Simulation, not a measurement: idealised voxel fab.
The document below concerns the process module designated voxel wiring stack.
In the cross-section labelled cut, the width is 240 nm and each square cell is 5 nm.
Bands, listed from the top down, are how a cross-section gets written in this document; the cross-section itself is a grid of square cells, and a band is one or more rows of them.
Basically the band line says how high the top is and how high the bottom is, in nm, and then what's in it from left to right, every material with its width in nm. Empty space shows up as "air", and if a single material carries "all across" it runs the full band edge to edge.
Where do heights start? At 0: under that level the wafer as delivered is made of one material only. And the lowest band has no floor; it just carries on downward, as in "0 down".
A width given as "30..40" starts at the first number in the band's top row and ends at the second number in its bottom row, shifting by an equal amount at every step from row to row.
A step reported as "no change" is a step in which no cell of the cross-section changed.
Entry "Sealed void inventory". Content: empty spaces with no open connection to the top, size 8 cells or greater. Each: width x height at distance. Distance: from left edge. Unit: nm.
On a step's line, text after the settings is the simulator commenting on that step.
On any step carrying a mask, the "overlay nm" setting, if present on the step's line, tells how far right of its planned place the mask lay; negative values point to the left.
Quick note on how to read the rest: it's all pairs. You get the cross-section before a process step and the one after, but the after one only goes down as far as the lowest band that changed. The step in between, with its settings, sits under the pair. Heads up, the pairs can come from different runs of this module on the same starting wafer, so don't assume a pair picks up from the one above unless its "Cross-section, before" entry says it does.
Cross-section, before
> 0 down  Si all across
> Sealed void inventory: none
Sectional View, Post-Process
> 15 to 0  SiO2 all across
> below 0: unchanged
> Sealed void inventory: none
The two cross-sections above are separated by a single process step, namely CONFORMAL_DEP | material SiO2 | thk nm 15
Cross-section, before: For the state before this step, see the after cross-section of the pair located directly above.
Sectional View, Post-Process
> 20 to 15  SiN all across
> below 15: unchanged
> Sealed void inventory: none
The two cross-sections above are separated by a single process step, namely CONFORMAL_DEP | material SiN | thk nm 5
Cross-section, before: For the state before this step, see the after cross-section of the pair located directly above.
Sectional View, Post-Process
> 40 to 20  lowk all across
> below 20: unchanged
> Sealed void inventory: none
The two cross-sections above are separated by a single process step, namely DIRECTIONAL_DEP | material lowk | thk nm 20
Cross-section, before: For the state before this step, see the after cross-section of the pair located directly above.
Sectional View, Post-Process
> 40 to 20  lowk: 80  air: 30  lowk: 20  air: 30  lowk: 80
> below 20: unchanged
> Sealed void inventory: none
The two cross-sections above are separated by a single process step, namely MASKED_ETCH | tone open | mask id METAL_1 | width nm 30 | pitch nm 50 | etch materials lowk | depth nm 20 | overlay nm 0
Cross-section, before: For the state before this step, see the after cross-section of the pair located directly above.
Sectional View, Post-Process
> 40 to 20  lowk: 80  air: 30  lowk: 20  air: 30  lowk: 80
> 20 to 15  SiN: 80  air: 30  SiN: 20  air: 30  SiN: 80
> below 15: unchanged
> Sealed void inventory: none
The two cross-sections above are separated by a single process step, namely MASKED_ETCH | tone open | mask id METAL_1 | width nm 30 | pitch nm 50 | etch materials SiN | depth nm 5 | overlay nm 0
Cross-section, before: For the state before this step, see the after cross-section of the pair located directly above.
Sectional View, Post-Process
> 45 to 40  TiN: 85  air: 20  TiN: 30  air: 20  TiN: 85
> 40 to 20  lowk: 80  TiN: 5  air: 20  TiN: 5  lowk: 20  TiN: 5  air: 20  TiN: 5  lowk: 80
> 20 to 15  SiN: 80  TiN: 30  SiN: 20  TiN: 30  SiN: 80
> below 15: unchanged
> Sealed void inventory: none
The two cross-sections above are separated by a single process step, namely CONFORMAL_DEP | material TiN | thk nm 5
Cross-section, before: For the state before this step, see the after cross-section of the pair located directly above.
Sectional View, Post-Process
> 50 to 45  Cu all across
> 45 to 40  TiN: 85  Cu: 20  TiN: 30  Cu: 20  TiN: 85
> 40 to 20  lowk: 80  TiN: 5  Cu: 20  TiN: 5  lowk: 20  TiN: 5  Cu: 20  TiN: 5  lowk: 80
> below 20: unchanged
> Sealed void inventory: none
The two cross-sections above are separated by a single process step, namely FILL_DEP | material Cu | thk nm 5
Cross-section, before: For the state before this step, see the after cross-section of the pair located directly above.
Sectional View, Post-Process
> 40 to 20  lowk: 80  TiN: 5  Cu: 20  TiN: 5  lowk: 20  TiN: 5  Cu: 20  TiN: 5  lowk: 80
> below 20: unchanged
> Sealed void inventory: none
The two cross-sections above are separated by a single process step, namely CMP | height nm 40
Cross-section, before: For the state before this step, see the after cross-section of the pair located directly above.
Sectional View, Post-Process
> 45 to 40  SiCN all across
> below 40: unchanged
> Sealed void inventory: none
The two cross-sections above are separated by a single process step, namely CONFORMAL_DEP | material SiCN | thk nm 5
Cross-section, before: For the state before this step, see the after cross-section of the pair located directly above.
Sectional View, Post-Process
> 80 to 45  SiO2 all across
> below 45: unchanged
> Sealed void inventory: none
The two cross-sections above are separated by a single process step, namely DIRECTIONAL_DEP | material SiO2 | thk nm 35
Cross-section, before: For the state before this step, see the after cross-section of the pair located directly above.
Sectional View, Post-Process
> 95 to 80  aC all across
> below 80: unchanged
> Sealed void inventory: none
The two cross-sections above are separated by a single process step, namely DIRECTIONAL_DEP | material aC | thk nm 15
Cross-section, before: For the state before this step, see the after cross-section of the pair located directly above.
Sectional View, Post-Process
> 130 to 95  resist: 80  air: 30  resist: 20  air: 30  resist: 80
> below 95: unchanged
> Sealed void inventory: none
The two cross-sections above are separated by a single process step, namely PATTERN | tone open | mask id METAL_2 | material resist | width nm 30 | pitch nm 50 | thk nm 35 | overlay nm 0
Cross-section, before: For the state before this step, see the after cross-section of the pair located directly above.
Sectional View, Post-Process
> 115 to 95  resist: 80  air: 30  resist: 20  air: 30  resist: 80
> 95 to 80  aC: 80  air: 30  aC: 20  air: 30  aC: 80
> below 80: unchanged
> Sealed void inventory: none
The two cross-sections above are separated by a single process step, namely DIRECTIONAL_ETCH | etch materials aC | depth nm 15
Cross-section, before: For the state before this step, see the after cross-section of the pair located directly above.
Sectional View, Post-Process
> 95 to 80  aC: 80  air: 30  aC: 20  air: 30  aC: 80
> below 80: unchanged
> Sealed void inventory: none
The two cross-sections above are separated by a single process step, namely STRIP | etch materials resist
Cross-section, before: For the state before this step, see the after cross-section of the pair located directly above.
Sectional View, Post-Process
> 95 to 80  aC: 80  air: 30  aC: 20  air: 30  aC: 80
> 80 to 60  SiO2: 80  air: 30  SiO2: 20  air: 30  SiO2: 80
> below 60: unchanged
> Sealed void inventory: none
The two cross-sections above are separated by a single process step, namely DIRECTIONAL_ETCH | etch materials SiO2 | depth nm 20
Cross-section, before: For the state before this step, see the after cross-section of the pair located directly above.
Sectional View, Post-Process
> 80 to 60  SiO2: 80  air: 30  SiO2: 20  air: 30  SiO2: 80
> below 60: unchanged
> Sealed void inventory: none
The two cross-sections above are separated by a single process step, namely STRIP | etch materials aC
Cross-section, before: For the state before this step, see the after cross-section of the pair located directly above.
Sectional View, Post-Process
> 80 to 60  SiO2: 80  air: 30  SiO2: 20  air: 30  SiO2: 80
> 60 to 45  SiO2: 80  air: 15  SiO2: 35  air: 15  SiO2: 95
> below 45: unchanged
> Sealed void inventory: none
The two cross-sections above are separated by a single process step, namely MASKED_ETCH | tone open | mask id METAL_2_HOLES | width nm 15 | pitch nm 50 | etch materials SiO2 | depth nm 15 | overlay nm 0
Cross-section, before: For the state before this step, see the after cross-section of the pair located directly above.
Sectional View, Post-Process
> 80 to 60  SiO2: 80  air: 30  SiO2: 20  air: 30  SiO2: 80
> 60 to 45  SiO2: 80  air: 15  SiO2: 35  air: 15  SiO2: 95
> 45 to 40  SiCN: 80  air: 15  SiCN: 35  air: 15  SiCN: 95
> below 40: unchanged
> Sealed void inventory: none
The two cross-sections above are separated by a single process step, namely MASKED_ETCH | tone open | mask id METAL_2_HOLES | width nm 15 | pitch nm 50 | etch materials SiCN | depth nm 5 | overlay nm 0
Cross-section, before: For the state before this step, see the after cross-section of the pair located directly above.
Sectional View, Post-Process
> 85 to 80  TiN: 85  air: 20  TiN: 30  air: 20  TiN: 85
> 80 to 65  SiO2: 80  TiN: 5  air: 20  TiN: 5  SiO2: 20  TiN: 5  air: 20  TiN: 5  SiO2: 80
> 65 to 60  SiO2: 80  TiN: 5  air: 5  TiN: 20  SiO2: 20  TiN: 5  air: 5  TiN: 20  SiO2: 80
> 60 to 45  SiO2: 80  TiN: 5  air: 5  TiN: 5  SiO2: 35  TiN: 5  air: 5  TiN: 5  SiO2: 95
> 45 to 40  SiCN: 80  TiN: 15  SiCN: 35  TiN: 15  SiCN: 95
> below 40: unchanged
> Sealed void inventory: none
The two cross-sections above are separated by a single process step, namely CONFORMAL_DEP | material TiN | thk nm 5
Cross-section, before: For the state before this step, see the after cross-section of the pair located directly above.
Sectional View, Post-Process
> 95 to 85  Cu all across
> 85 to 80  TiN: 85  Cu: 20  TiN: 30  Cu: 20  TiN: 85
> 80 to 65  SiO2: 80  TiN: 5  Cu: 20  TiN: 5  SiO2: 20  TiN: 5  Cu: 20  TiN: 5  SiO2: 80
> 65 to 60  SiO2: 80  TiN: 5  Cu: 5  TiN: 20  SiO2: 20  TiN: 5  Cu: 5  TiN: 20  SiO2: 80
> 60 to 45  SiO2: 80  TiN: 5  Cu: 5  TiN: 5  SiO2: 35  TiN: 5  Cu: 5  TiN: 5  SiO2: 95
> below 45: unchanged
> Sealed void inventory: none
The two cross-sections above are separated by a single process step, namely FILL_DEP | material Cu | thk nm 10
Cross-section, before: For the state before this step, see the after cross-section of the pair located directly above.
Sectional View, Post-Process
> 80 to 65  SiO2: 80  TiN: 5  Cu: 20  TiN: 5  SiO2: 20  TiN: 5  Cu: 20  TiN: 5  SiO2: 80
> below 65: unchanged
> Sealed void inventory: none
The two cross-sections above are separated by a single process step, namely CMP | height nm 80
Cross-section, before: For the state before this step, see the after cross-section of the pair located directly above.
Sectional View, Post-Process
> 85 to 80  SiCN all across
> below 80: unchanged
> Sealed void inventory: none
The two cross-sections above are separated by a single process step, namely CONFORMAL_DEP | material SiCN | thk nm 5
Cross-section, before: For the state before this step, see the after cross-section of the pair located directly above.
Sectional View, Post-Process
> 115 to 85  SiO2 all across
> below 85: unchanged
> Sealed void inventory: none
The two cross-sections above are separated by a single process step, namely DIRECTIONAL_DEP | material SiO2 | thk nm 30
Cross-section, before: For the state before this step, see the after cross-section of the pair located directly above.
Sectional View, Post-Process
> 130 to 115  aC all across
> below 115: unchanged
> Sealed void inventory: none
The two cross-sections above are separated by a single process step, namely DIRECTIONAL_DEP | material aC | thk nm 15
Cross-section, before: For the state before this step, see the after cross-section of the pair located directly above.
Sectional View, Post-Process
> 160 to 130  resist: 80  air: 15  resist: 145
> below 130: unchanged
> Sealed void inventory: none
The two cross-sections above are separated by a single process step, namely PATTERN | tone open | mask id METAL_3_HOLES | material resist | width nm 15 | thk nm 30 | overlay nm 0
Cross-section, before: For the state before this step, see the after cross-section of the pair located directly above.
Sectional View, Post-Process
> 145 to 130  resist: 80  air: 15  resist: 145
> 130 to 115  aC: 80  air: 15  aC: 145
> below 115: unchanged
> Sealed void inventory: none
The two cross-sections above are separated by a single process step, namely DIRECTIONAL_ETCH | etch materials aC | depth nm 15
Cross-section, before: For the state before this step, see the after cross-section of the pair located directly above.
Sectional View, Post-Process
> 130 to 115  aC: 80  air: 15  aC: 145
> below 115: unchanged
> Sealed void inventory: none
The two cross-sections above are separated by a single process step, namely STRIP | etch materials resist
Cross-section, before: For the state before this step, see the after cross-section of the pair located directly above.
Sectional View, Post-Process
> 130 to 115  aC: 80  air: 15  aC: 145
> 115 to 85  SiO2: 80  air: 15  SiO2: 145
> below 85: unchanged
> Sealed void inventory: none
The two cross-sections above are separated by a single process step, namely DIRECTIONAL_ETCH | etch materials SiO2 | depth nm 30
Cross-section, before: For the state before this step, see the after cross-section of the pair located directly above.
Sectional View, Post-Process
> 115 to 85  SiO2: 80  air: 15  SiO2: 145
> below 85: unchanged
> Sealed void inventory: none
The two cross-sections above are separated by a single process step, namely STRIP | etch materials aC
Cross-section, before: For the state before this step, see the after cross-section of the pair located directly above.
Sectional View, Post-Process
> 125 to 115  aC: 80  air: 15  aC: 145
> 115 to 95  SiO2: 80  air: 15  SiO2: 145
> 95 to 85  SiO2: 80  aC: 15  SiO2: 145
> below 85: unchanged
> Sealed void inventory: none
The two cross-sections above are separated by a single process step, namely DIRECTIONAL_DEP | material aC | thk nm 10
Cross-section, before: For the state before this step, see the after cross-section of the pair located directly above.
Sectional View, Post-Process
> 150 to 125  resist: 80  air: 30  resist: 20  air: 30  resist: 80
> below 125: unchanged
> Sealed void inventory: none
The two cross-sections above are separated by a single process step, namely PATTERN | tone open | mask id METAL_3 | material resist | width nm 30 | pitch nm 50 | thk nm 25 | overlay nm 0
Cross-section, before: For the state before this step, see the after cross-section of the pair located directly above.
Sectional View, Post-Process
> 140 to 125  resist: 80  air: 30  resist: 20  air: 30  resist: 80
> 125 to 115  aC: 80  air: 30  aC: 20  air: 30  aC: 80
> 115 to 85  SiO2: 80  air: 15  SiO2: 145
> below 85: unchanged
> Sealed void inventory: none
The two cross-sections above are separated by a single process step, namely DIRECTIONAL_ETCH | etch materials aC | depth nm 10
Cross-section, before: For the state before this step, see the after cross-section of the pair located directly above.
Sectional View, Post-Process
> 125 to 115  aC: 80  air: 30  aC: 20  air: 30  aC: 80
> below 115: unchanged
> Sealed void inventory: none
The two cross-sections above are separated by a single process step, namely STRIP | etch materials resist
Cross-section, before: For the state before this step, see the after cross-section of the pair located directly above.
Sectional View, Post-Process
> 125 to 115  aC: 80  air: 30  aC: 20  air: 30  aC: 80
> 115 to 100  SiO2: 80  air: 30  SiO2: 20  air: 30  SiO2: 80
> below 100: unchanged
> Sealed void inventory: none
The two cross-sections above are separated by a single process step, namely DIRECTIONAL_ETCH | etch materials SiO2 | depth nm 15
Cross-section, before: For the state before this step, see the after cross-section of the pair located directly above.
Sectional View, Post-Process
> 125 to 115  aC: 80  air: 30  aC: 20  air: 30  aC: 80
> 115 to 100  SiO2: 80  air: 30  SiO2: 20  air: 30  SiO2: 80
> 100 to 85  SiO2: 80  air: 15  SiO2: 145
> 85 to 80  SiCN: 80  air: 15  SiCN: 145
> below 80: unchanged
> Sealed void inventory: none
The two cross-sections above are separated by a single process step, namely DIRECTIONAL_ETCH | etch materials SiCN | depth nm 5
Cross-section, before: For the state before this step, see the after cross-section of the pair located directly above.
Sectional View, Post-Process
> 115 to 100  SiO2: 80  air: 30  SiO2: 20  air: 30  SiO2: 80
> below 100: unchanged
> Sealed void inventory: none
The two cross-sections above are separated by a single process step, namely STRIP | etch materials aC
Cross-section, before: For the state before this step, see the after cross-section of the pair located directly above.
Sectional View, Post-Process
> 120 to 115  TiN: 85  air: 20  TiN: 30  air: 20  TiN: 85
> 115 to 105  SiO2: 80  TiN: 5  air: 20  TiN: 5  SiO2: 20  TiN: 5  air: 20  TiN: 5  SiO2: 80
> 105 to 100  SiO2: 80  TiN: 5  air: 5  TiN: 20  SiO2: 20  TiN: 30  SiO2: 80
> 100 to 85  SiO2: 80  TiN: 5  air: 5  TiN: 5  SiO2: 145
> 85 to 80  SiCN: 80  TiN: 15  SiCN: 145
> below 80: unchanged
> Sealed void inventory: none
The two cross-sections above are separated by a single process step, namely CONFORMAL_DEP | material TiN | thk nm 5
Cross-section, before: For the state before this step, see the after cross-section of the pair located directly above.
Sectional View, Post-Process
> 130 to 120  Cu all across
> 120 to 115  TiN: 85  Cu: 20  TiN: 30  Cu: 20  TiN: 85
> 115 to 105  SiO2: 80  TiN: 5  Cu: 20  TiN: 5  SiO2: 20  TiN: 5  Cu: 20  TiN: 5  SiO2: 80
> 105 to 100  SiO2: 80  TiN: 5  Cu: 5  TiN: 20  SiO2: 20  TiN: 30  SiO2: 80
> 100 to 85  SiO2: 80  TiN: 5  Cu: 5  TiN: 5  SiO2: 145
> below 85: unchanged
> Sealed void inventory: none
The two cross-sections above are separated by a single process step, namely FILL_DEP | material Cu | thk nm 10
Cross-section, before: For the state before this step, see the after cross-section of the pair located directly above.
Sectional View, Post-Process
> 115 to 105  SiO2: 80  TiN: 5  Cu: 20  TiN: 5  SiO2: 20  TiN: 5  Cu: 20  TiN: 5  SiO2: 80
> below 105: unchanged
> Sealed void inventory: none
The two cross-sections above are separated by a single process step, namely CMP | height nm 115
Cross-section, before: For the state before this step, see the after cross-section of the pair located directly above.
Sectional View, Post-Process
> 120 to 115  SiCN all across
> below 115: unchanged
> Sealed void inventory: none
The two cross-sections above are separated by a single process step, namely CONFORMAL_DEP | material SiCN | thk nm 5
Cross-section, before
> 15 to 0  SiO2 all across
> 0 down  Si all across
> Sealed void inventory: none
Sectional View, Post-Process
> 35 to 15  lowk all across
> below 15: unchanged
> Sealed void inventory: none
The two cross-sections above are separated by a single process step, namely DIRECTIONAL_DEP | material lowk | thk nm 20
Cross-section, before: For the state before this step, see the after cross-section of the pair located directly above.
Sectional View, Post-Process
> 35 to 15  lowk: 80  air: 30  lowk: 20  air: 30  lowk: 80
> below 15: unchanged
> Sealed void inventory: none
The two cross-sections above are separated by a single process step, namely MASKED_ETCH | tone open | mask id METAL_1 | width nm 30 | pitch nm 50 | etch materials lowk | depth nm 20 | overlay nm 0
Cross-section, before: For the state before this step, see the after cross-section of the pair located directly above.
Sectional View, Post-Process
> 40 to 35  TiN: 85  air: 20  TiN: 30  air: 20  TiN: 85
> 35 to 20  lowk: 80  TiN: 5  air: 20  TiN: 5  lowk: 20  TiN: 5  air: 20  TiN: 5  lowk: 80
> 20 to 15  lowk: 80  TiN: 30  lowk: 20  TiN: 30  lowk: 80
> below 15: unchanged
> Sealed void inventory: none
The two cross-sections above are separated by a single process step, namely CONFORMAL_DEP | material TiN | thk nm 5
Cross-section, before: For the state before this step, see the after cross-section of the pair located directly above.
Sectional View, Post-Process
> 45 to 40  Cu all across
> 40 to 35  TiN: 85  Cu: 20  TiN: 30  Cu: 20  TiN: 85
> 35 to 20  lowk: 80  TiN: 5  Cu: 20  TiN: 5  lowk: 20  TiN: 5  Cu: 20  TiN: 5  lowk: 80
> below 20: unchanged
> Sealed void inventory: none
The two cross-sections above are separated by a single process step, namely FILL_DEP | material Cu | thk nm 5
Cross-section, before: For the state before this step, see the after cross-section of the pair located directly above.
Sectional View, Post-Process
> 40 to 35  TiN: 85  Cu: 20  TiN: 30  Cu: 20  TiN: 85
> below 35: unchanged
> Sealed void inventory: none
The two cross-sections above are separated by a single process step, namely CMP | height nm 40
Cross-section, before: For the state before this step, see the after cross-section of the pair located directly above.
Sectional View, Post-Process
> 45 to 40  SiCN all across
> below 40: unchanged
> Sealed void inventory: none
The two cross-sections above are separated by a single process step, namely CONFORMAL_DEP | material SiCN | thk nm 5
Cross-section, before: For the state before this step, see the after cross-section of the pair located directly above.
Sectional View, Post-Process
> 80 to 45  SiO2 all across
> below 45: unchanged
> Sealed void inventory: none
The two cross-sections above are separated by a single process step, namely DIRECTIONAL_DEP | material SiO2 | thk nm 35
Cross-section, before: For the state before this step, see the after cross-section of the pair located directly above.
Sectional View, Post-Process
> 95 to 80  aC all across
> below 80: unchanged
> Sealed void inventory: none
The two cross-sections above are separated by a single process step, namely DIRECTIONAL_DEP | material aC | thk nm 15
Cross-section, before: For the state before this step, see the after cross-section of the pair located directly above.
Sectional View, Post-Process
> 130 to 95  resist: 80  air: 30  resist: 20  air: 30  resist: 80
> below 95: unchanged
> Sealed void inventory: none
The two cross-sections above are separated by a single process step, namely PATTERN | tone open | mask id METAL_2 | material resist | width nm 30 | pitch nm 50 | thk nm 35 | overlay nm 0
Cross-section, before: For the state before this step, see the after cross-section of the pair located directly above.
Sectional View, Post-Process
> 115 to 95  resist: 80  air: 30  resist: 20  air: 30  resist: 80
> 95 to 80  aC: 80  air: 30  aC: 20  air: 30  aC: 80
> below 80: unchanged
> Sealed void inventory: none
The two cross-sections above are separated by a single process step, namely DIRECTIONAL_ETCH | etch materials aC | depth nm 15
Cross-section, before: For the state before this step, see the after cross-section of the pair located directly above.
Sectional View, Post-Process
> 95 to 80  aC: 80  air: 30  aC: 20  air: 30  aC: 80
> below 80: unchanged
> Sealed void inventory: none
The two cross-sections above are separated by a single process step, namely STRIP | etch materials resist
Cross-section, before: For the state before this step, see the after cross-section of the pair located directly above.
Sectional View, Post-Process
> 95 to 80  aC: 80  air: 30  aC: 20  air: 30  aC: 80
> 80 to 60  SiO2: 80  air: 30  SiO2: 20  air: 30  SiO2: 80
> below 60: unchanged
> Sealed void inventory: none
The two cross-sections above are separated by a single process step, namely DIRECTIONAL_ETCH | etch materials SiO2 | depth nm 20
Cross-section, before: For the state before this step, see the after cross-section of the pair located directly above.
Sectional View, Post-Process
> 80 to 60  SiO2: 80  air: 30  SiO2: 20  air: 30  SiO2: 80
> below 60: unchanged
> Sealed void inventory: none
The two cross-sections above are separated by a single process step, namely STRIP | etch materials aC
Cross-section, before: For the state before this step, see the after cross-section of the pair located directly above.
Sectional View, Post-Process
> 80 to 60  SiO2: 80  air: 30  SiO2: 20  air: 30  SiO2: 80
> 60 to 45  SiO2: 80  air: 15  SiO2: 35  air: 15  SiO2: 95
> below 45: unchanged
> Sealed void inventory: none
The two cross-sections above are separated by a single process step, namely MASKED_ETCH | tone open | mask id METAL_2_HOLES | width nm 15 | pitch nm 50 | etch materials SiO2 | depth nm 15 | overlay nm 0
Cross-section, before: For the state before this step, see the after cross-section of the pair located directly above.
Sectional View, Post-Process
> 80 to 60  SiO2: 80  air: 30  SiO2: 20  air: 30  SiO2: 80
> 60 to 45  SiO2: 80  air: 15  SiO2: 35  air: 15  SiO2: 95
> 45 to 40  SiCN: 80  air: 15  SiCN: 35  air: 15  SiCN: 95
> below 40: unchanged
> Sealed void inventory: none
The two cross-sections above are separated by a single process step, namely MASKED_ETCH | tone open | mask id METAL_2_HOLES | width nm 15 | pitch nm 50 | etch materials SiCN | depth nm 5 | overlay nm 0
Cross-section, before: For the state before this step, see the after cross-section of the pair located directly above.
Sectional View, Post-Process
> 85 to 80  TiN: 85  air: 20  TiN: 30  air: 20  TiN: 85
> 80 to 65  SiO2: 80  TiN: 5  air: 20  TiN: 5  SiO2: 20  TiN: 5  air: 20  TiN: 5  SiO2: 80
> 65 to 60  SiO2: 80  TiN: 5  air: 5  TiN: 20  SiO2: 20  TiN: 5  air: 5  TiN: 20  SiO2: 80
> 60 to 45  SiO2: 80  TiN: 5  air: 5  TiN: 5  SiO2: 35  TiN: 5  air: 5  TiN: 5  SiO2: 95
> 45 to 40  SiCN: 80  TiN: 15  SiCN: 35  TiN: 15  SiCN: 95
> below 40: unchanged
> Sealed void inventory: none
The two cross-sections above are separated by a single process step, namely CONFORMAL_DEP | material TiN | thk nm 5
Cross-section, before: For the state before this step, see the after cross-section of the pair located directly above.
Sectional View, Post-Process
> 95 to 85  Cu all across
> 85 to 80  TiN: 85  Cu: 20  TiN: 30  Cu: 20  TiN: 85
> 80 to 65  SiO2: 80  TiN: 5  Cu: 20  TiN: 5  SiO2: 20  TiN: 5  Cu: 20  TiN: 5  SiO2: 80
> 65 to 60  SiO2: 80  TiN: 5  Cu: 5  TiN: 20  SiO2: 20  TiN: 5  Cu: 5  TiN: 20  SiO2: 80
> 60 to 45  SiO2: 80  TiN: 5  Cu: 5  TiN: 5  SiO2: 35  TiN: 5  Cu: 5  TiN: 5  SiO2: 95
> below 45: unchanged
> Sealed void inventory: none
The two cross-sections above are separated by a single process step, namely FILL_DEP | material Cu | thk nm 10
Cross-section, before: For the state before this step, see the after cross-section of the pair located directly above.
Sectional View, Post-Process
> 80 to 65  SiO2: 80  TiN: 5  Cu: 20  TiN: 5  SiO2: 20  TiN: 5  Cu: 20  TiN: 5  SiO2: 80
> below 65: unchanged
> Sealed void inventory: none
The two cross-sections above are separated by a single process step, namely CMP | height nm 80
Cross-section, before: For the state before this step, see the after cross-section of the pair located directly above.
Sectional View, Post-Process
> 85 to 80  SiCN all across
> below 80: unchanged
> Sealed void inventory: none
The two cross-sections above are separated by a single process step, namely CONFORMAL_DEP | material SiCN | thk nm 5
Cross-section, before: For the state before this step, see the after cross-section of the pair located directly above.
Sectional View, Post-Process
> 115 to 85  SiO2 all across
> below 85: unchanged
> Sealed void inventory: none
The two cross-sections above are separated by a single process step, namely DIRECTIONAL_DEP | material SiO2 | thk nm 30
Cross-section, before: For the state before this step, see the after cross-section of the pair located directly above.
Sectional View, Post-Process
> 130 to 115  aC all across
> below 115: unchanged
> Sealed void inventory: none
The two cross-sections above are separated by a single process step, namely DIRECTIONAL_DEP | material aC | thk nm 15
Cross-section, before: For the state before this step, see the after cross-section of the pair located directly above.
Sectional View, Post-Process
> 160 to 130  resist: 80  air: 15  resist: 145
> below 130: unchanged
> Sealed void inventory: none
The two cross-sections above are separated by a single process step, namely PATTERN | tone open | mask id METAL_3_HOLES | material resist | width nm 15 | thk nm 30 | overlay nm 0
Cross-section, before: For the state before this step, see the after cross-section of the pair located directly above.
Sectional View, Post-Process
> 145 to 130  resist: 80  air: 15  resist: 145
> 130 to 115  aC: 80  air: 15  aC: 145
> below 115: unchanged
> Sealed void inventory: none
The two cross-sections above are separated by a single process step, namely DIRECTIONAL_ETCH | etch materials aC | depth nm 15
Cross-section, before: For the state before this step, see the after cross-section of the pair located directly above.
Sectional View, Post-Process
> 130 to 115  aC: 80  air: 15  aC: 145
> below 115: unchanged
> Sealed void inventory: none
The two cross-sections above are separated by a single process step, namely STRIP | etch materials resist
Cross-section, before: For the state before this step, see the after cross-section of the pair located directly above.
Sectional View, Post-Process
> 130 to 115  aC: 80  air: 15  aC: 145
> 115 to 85  SiO2: 80  air: 15  SiO2: 145
> below 85: unchanged
> Sealed void inventory: none
The two cross-sections above are separated by a single process step, namely DIRECTIONAL_ETCH | etch materials SiO2 | depth nm 30
Cross-section, before: For the state before this step, see the after cross-section of the pair located directly above.
Sectional View, Post-Process
> 115 to 85  SiO2: 80  air: 15  SiO2: 145
> below 85: unchanged
> Sealed void inventory: none
The two cross-sections above are separated by a single process step, namely STRIP | etch materials aC
Cross-section, before: For the state before this step, see the after cross-section of the pair located directly above.
Sectional View, Post-Process
> 125 to 115  aC: 80  air: 15  aC: 145
> 115 to 95  SiO2: 80  air: 15  SiO2: 145
> 95 to 85  SiO2: 80  aC: 15  SiO2: 145
> below 85: unchanged
> Sealed void inventory: none
The two cross-sections above are separated by a single process step, namely DIRECTIONAL_DEP | material aC | thk nm 10
Cross-section, before: For the state before this step, see the after cross-section of the pair located directly above.
Sectional View, Post-Process
> 150 to 125  resist: 80  air: 30  resist: 20  air: 30  resist: 80
> below 125: unchanged
> Sealed void inventory: none
The two cross-sections above are separated by a single process step, namely PATTERN | tone open | mask id METAL_3 | material resist | width nm 30 | pitch nm 50 | thk nm 25 | overlay nm 0
Cross-section, before: For the state before this step, see the after cross-section of the pair located directly above.
Sectional View, Post-Process
> 140 to 125  resist: 80  air: 30  resist: 20  air: 30  resist: 80
> 125 to 115  aC: 80  air: 30  aC: 20  air: 30  aC: 80
> 115 to 85  SiO2: 80  air: 15  SiO2: 145
> below 85: unchanged
> Sealed void inventory: none
The two cross-sections above are separated by a single process step, namely DIRECTIONAL_ETCH | etch materials aC | depth nm 10
Cross-section, before: For the state before this step, see the after cross-section of the pair located directly above.
Sectional View, Post-Process
> 125 to 115  aC: 80  air: 30  aC: 20  air: 30  aC: 80
> below 115: unchanged
> Sealed void inventory: none
The two cross-sections above are separated by a single process step, namely STRIP | etch materials resist
Cross-section, before: For the state before this step, see the after cross-section of the pair located directly above.
Sectional View, Post-Process
> 125 to 115  aC: 80  air: 30  aC: 20  air: 30  aC: 80
> 115 to 100  SiO2: 80  air: 30  SiO2: 20  air: 30  SiO2: 80
> below 100: unchanged
> Sealed void inventory: none
The two cross-sections above are separated by a single process step, namely DIRECTIONAL_ETCH | etch materials SiO2 | depth nm 15
Cross-section, before: For the state before this step, see the after cross-section of the pair located directly above.
Sectional View, Post-Process
> 125 to 115  aC: 80  air: 30  aC: 20  air: 30  aC: 80
> 115 to 100  SiO2: 80  air: 30  SiO2: 20  air: 30  SiO2: 80
> 100 to 85  SiO2: 80  air: 15  SiO2: 145
> 85 to 80  SiCN: 80  air: 15  SiCN: 145
> below 80: unchanged
> Sealed void inventory: none
The two cross-sections above are separated by a single process step, namely DIRECTIONAL_ETCH | etch materials SiCN | depth nm 5
Cross-section, before: For the state before this step, see the after cross-section of the pair located directly above.
Sectional View, Post-Process
> 115 to 100  SiO2: 80  air: 30  SiO2: 20  air: 30  SiO2: 80
> below 100: unchanged
> Sealed void inventory: none
The two cross-sections above are separated by a single process step, namely STRIP | etch materials aC
Cross-section, before: For the state before this step, see the after cross-section of the pair located directly above.
Sectional View, Post-Process
> 120 to 115  TiN: 85  air: 20  TiN: 30  air: 20  TiN: 85
> 115 to 105  SiO2: 80  TiN: 5  air: 20  TiN: 5  SiO2: 20  TiN: 5  air: 20  TiN: 5  SiO2: 80
> 105 to 100  SiO2: 80  TiN: 5  air: 5  TiN: 20  SiO2: 20  TiN: 30  SiO2: 80
> 100 to 85  SiO2: 80  TiN: 5  air: 5  TiN: 5  SiO2: 145
> 85 to 80  SiCN: 80  TiN: 15  SiCN: 145
> below 80: unchanged
> Sealed void inventory: none
The two cross-sections above are separated by a single process step, namely CONFORMAL_DEP | material TiN | thk nm 5
Cross-section, before: For the state before this step, see the after cross-section of the pair located directly above.
Sectional View, Post-Process
> 130 to 120  Cu all across
> 120 to 115  TiN: 85  Cu: 20  TiN: 30  Cu: 20  TiN: 85
> 115 to 105  SiO2: 80  TiN: 5  Cu: 20  TiN: 5  SiO2: 20  TiN: 5  Cu: 20  TiN: 5  SiO2: 80
> 105 to 100  SiO2: 80  TiN: 5  Cu: 5  TiN: 20  SiO2: 20  TiN: 30  SiO2: 80
> 100 to 85  SiO2: 80  TiN: 5  Cu: 5  TiN: 5  SiO2: 145
> below 85: unchanged
> Sealed void inventory: none
The two cross-sections above are separated by a single process step, namely FILL_DEP | material Cu | thk nm 10
Cross-section, before: For the state before this step, see the after cross-section of the pair located directly above.
Sectional View, Post-Process
> 115 to 105  SiO2: 80  TiN: 5  Cu: 20  TiN: 5  SiO2: 20  TiN: 5  Cu: 20  TiN: 5  SiO2: 80
> below 105: unchanged
> Sealed void inventory: none
The two cross-sections above are separated by a single process step, namely CMP | height nm 115
Cross-section, before: For the state before this step, see the after cross-section of the pair located directly above.
Sectional View, Post-Process
> 120 to 115  SiCN all across
> below 115: unchanged
> Sealed void inventory: none
The two cross-sections above are separated by a single process step, namely CONFORMAL_DEP | material SiCN | thk nm 5
